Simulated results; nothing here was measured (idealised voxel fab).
Process module name: voxel released beams
Section shown: cut. Width: 230 nm. Cell size: 5 nm, square.
Cross-section spec: square-cell grid; bands listed top down; each band is one or more rows. Per band: top height and bottom height in nm, followed by the left-to-right materials and their widths in nm; "full width" marks a single material spanning edge to edge, "empty" marks empty space. Heads up on the height convention: 0 is the point under which the incoming wafer is all one material, and the lowest band has no bottom, it just keeps going down, like "0 nm and below". You'd read "30 to 40" like this: the band's top row of cells is as wide as the first number, its bottom row is as wide as the second, and going down, every row changes width by the same amount as the row before did. "left unchanged" for a step: no cell of the cross-section changed in that step. Heads up: "Enclosed void list" only lists the empty pockets with no open path to the top that are 8 cells or more, and it writes them as width x height at distance, distance from the left edge, in nm. What comes after the settings on a step's line is commentary from the simulator itself on that step. You can add "overlay nm" to a step's line. For a step with a mask, it describes how far the mask lay to the right of its planned position, and a negative number describes a lay to the left.

**Process steps - plan**
| 1 | RECEIVE, material Si |
| 2 | CONFORMAL_DEP, material SiN, thk nm 10 |
| 3 | DIRECTIONAL_DEP, material SiO2, thk nm 10 |
| 4 | PATTERN, tone open, mask id ANCHOR, material resist, width nm 40, thk nm 15, overlay nm 0 |
| 5 | DIRECTIONAL_ETCH, etch materials SiO2, depth nm 10 |
| 6 | STRIP, etch materials resist |
| 7 | CONFORMAL_DEP, material polySi, thk nm 15 |
| 8 | MASKED_ETCH, tone cover, mask id BEAM, width nm 100, etch materials polySi, depth nm 15, overlay nm 0 |
| 9 | STRIP, etch materials SiO2 |

**Cross-section of the incoming wafer, state after step 1**
- 0 nm and below: Si full width
- Enclosed void list: none

**Cross-sectional view of the first of the two wafers upon completion of the module, processed in accordance with the plan**
- 35 nm to 25 nm: 60 empty / 20 polySi / 10 empty / 70 polySi / 70 empty
- 25 nm to 20 nm: 60 empty / 100 polySi / 70 empty
- 20 nm to 10 nm: 65 empty / 40 polySi / 125 empty
- 10 nm to 0 nm: SiN full width
- 0 nm and below: Si full width
- Enclosed void list: none

**Same start, same plan as the first wafer - but one mistake in the run. Cross-section of the second of the two at the end of the module**
- 35 nm to 25 nm: 60 empty / 60 polySi / 110 empty
- 25 nm to 20 nm: 60 empty / 100 polySi / 70 empty
- 20 nm to 10 nm: 50 empty / 15 polySi / 40 SiO2 / 55 polySi / 70 empty
- 10 nm to 0 nm: SiN full width
- 0 nm and below: Si full width
- Enclosed void list: none
Processing error: heads up, step 4 didn't go per plan, it actually ran as PATTERN, tone cover, mask id ANCHOR, material resist, width nm 40, thk nm 15, overlay nm 0
Looking at both finished wafers in cells, the second ends up ahead of or behind the first on some materials: SiO2 +16
